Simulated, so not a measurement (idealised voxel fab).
process module | voxel transistor to metal
cross-section cut | 285 nm wide | cells 5 nm
A cross-section is a grid of square cells, given in bands from the top down. A band is one or more rows of cells.
Each band's line starts with the height of the band's top and of its bottom, in nm. Then come its materials from left to right, each with its width in nm. One material with "throughout" fills the band from edge to edge. "air" is empty space.
Height 0 is the level under which the wafer as received is all one material. The lowest band goes on downwards, as in "0 down".
A width such as "30 to 40" changes by the same amount from each row of cells to the next, from the band's top row to its bottom row.
"no change" after a step means that no cell of the cross-section changed.
closed voids: empty space of 8 cells or more with no open way to the top, each as width x height at its distance from the left edge, in nm
after a step's settings: what the simulator itself notes on the step
overlay nm, on a step with a mask: how far to the right of its planned place the mask lay; to the left if negative
plan
1 op RECEIVE | material Si
2 op OXIDIZE | depth nm 5
3 op CONFORMAL_DEP | material SiN | thk nm 10
4 op DIRECTIONAL_DEP | material aC | thk nm 10
5 op PATTERN | tone cover | mask id ACTIVE | material resist | width nm 95 | pitch nm 115 | thk nm 30 | overlay nm 0
6 op DIRECTIONAL_ETCH | etch materials aC | depth nm 10
7 op STRIP | etch materials resist
8 op DIRECTIONAL_ETCH | etch materials SiN | depth nm 10
9 op DIRECTIONAL_ETCH | etch materials SiO2 | depth nm 5
10 op DIRECTIONAL_ETCH | etch materials Si | depth nm 30
11 op STRIP | etch materials aC
12 op FILL_DEP | material SiO2 | thk nm 10
13 op CMP | height nm 10
14 op SELECTIVE_ETCH | etch materials SiO2 | depth nm 10
15 op STRIP | etch materials SiN
16 op SELECTIVE_ETCH | etch materials SiO2 | depth nm 5
17 op OXIDIZE | depth nm 5
18 op DIRECTIONAL_DEP | material polySi | thk nm 25
19 op DIRECTIONAL_DEP | material SiCN | thk nm 10
20 op DIRECTIONAL_DEP | material aC | thk nm 15
21 op PATTERN | tone cover | mask id GATE | material resist | width nm 15 | pitch nm 115 | thk nm 30 | overlay nm 0
22 op DIRECTIONAL_ETCH | etch materials aC | depth nm 15
23 op STRIP | etch materials resist
24 op DIRECTIONAL_ETCH | etch materials SiCN | depth nm 20
25 op DIRECTIONAL_ETCH | etch materials polySi | depth nm 35
26 op STRIP | etch materials aC
27 op CONFORMAL_DEP | material SiO2 | thk nm 5
28 op DIRECTIONAL_ETCH | etch materials SiO2 | depth nm 5
29 op CONFORMAL_DEP | material SiN | thk nm 10
30 op DIRECTIONAL_ETCH | etch materials SiN | depth nm 10
31 op DIRECTIONAL_ETCH | etch materials SiO2 | depth nm 5
32 op EPI | material nSi | thk nm 5
33 op FILL_DEP | material SiO2 | thk nm 10
34 op CMP | height nm 30
35 op DIRECTIONAL_DEP | material SiO2 | thk nm 10
36 op DIRECTIONAL_DEP | material aC | thk nm 10
37 op PATTERN | tone open | mask id CONTACT | material resist | width nm 25 | thk nm 25 | overlay nm 0
38 op DIRECTIONAL_ETCH | etch materials aC | depth nm 10
39 op STRIP | etch materials resist
40 op DIRECTIONAL_ETCH | etch materials SiO2 | depth nm 45
41 op STRIP | etch materials aC
42 op CONFORMAL_DEP | material TiN | thk nm 5
43 op FILL_DEP | material W | thk nm 10
44 op CMP | height nm 40
45 op CONFORMAL_DEP | material SiN | thk nm 5
46 op DIRECTIONAL_DEP | material lowk | thk nm 25
47 op PATTERN | tone open | mask id METAL_1 | material resist | width nm 15 | thk nm 20 | overlay nm 0
48 op DIRECTIONAL_ETCH | etch materials lowk | depth nm 25
49 op DIRECTIONAL_ETCH | etch materials SiN | depth nm 5
50 op STRIP | etch materials resist
51 op CONFORMAL_DEP | material TiN | thk nm 5
52 op FILL_DEP | material Cu | thk nm 10
53 op CMP | height nm 70
54 op CONFORMAL_DEP | material SiN | thk nm 5
as received, after step 1
  0 down: Si throughout
  closed voids: none
a wafer at the end: this start, this plan, one mistake
  75 to 70: SiN throughout
  70 to 45: lowk 45 | TiN 5 | Cu 5 | TiN 5 | lowk 45 | TiN 5 | Cu 5 | TiN 5 | lowk 40 | TiN 5 | Cu 5 | TiN 5 | lowk 45 | TiN 5 | Cu 5 | TiN 5 | lowk 50
  45 to 40: SiN 45 | TiN 15 | SiN 45 | TiN 15 | SiN 40 | TiN 15 | SiN 45 | TiN 15 | SiN 50
  40 to 35: SiO2 50 | TiN 5 | W 10 | TiN 5 | SiO2 30 | TiN 5 | W 10 | TiN 5 | SiO2 45 | TiN 5 | W 10 | TiN 5 | SiO2 30 | TiN 5 | W 10 | TiN 5 | SiO2 50
  35 to 30: SiO2 50 | TiN 20 | SiO2 30 | TiN 10 | W 5 | TiN 5 | SiO2 45 | TiN 20 | SiO2 30 | TiN 10 | W 5 | TiN 5 | SiO2 50
  30 to 20: SiO2 50 | TiN 10 | SiN 10 | SiO2 5 | SiCN 15 | SiO2 5 | SiN 10 | TiN 5 | W 5 | TiN 5 | SiO2 45 | TiN 10 | SiN 10 | SiO2 5 | SiCN 15 | SiO2 5 | SiN 10 | TiN 5 | W 5 | TiN 5 | SiO2 50
  20 to 0: SiO2 50 | TiN 10 | SiN 10 | SiO2 5 | polySi 15 | SiO2 5 | SiN 10 | TiN 5 | W 5 | TiN 5 | SiO2 45 | TiN 10 | SiN 10 | SiO2 5 | polySi 15 | SiO2 5 | SiN 10 | TiN 5 | W 5 | TiN 5 | SiO2 50
  0 to -5: SiO2 50 | TiN 10 | SiN 10 | SiO2 5 | polySi 15 | SiO2 5 | SiN 10 | TiN 15 | SiO2 45 | TiN 10 | SiN 10 | SiO2 5 | polySi 15 | SiO2 5 | SiN 10 | TiN 15 | SiO2 50
  -5 to -10: SiO2 30 | nSi 30 | SiO2 45 | nSi 30 | SiO2 10 | nSi 30 | SiO2 45 | nSi 30 | SiO2 35
  -10 to -35: SiO2 35 | Si 95 | SiO2 20 | Si 95 | SiO2 40
  -35 down: Si throughout
  closed voids: none
what went wrong: step 37 ran as: op PATTERN | tone open | mask id CONTACT | material resist | width nm 20 | thk nm 25 | overlay nm 0
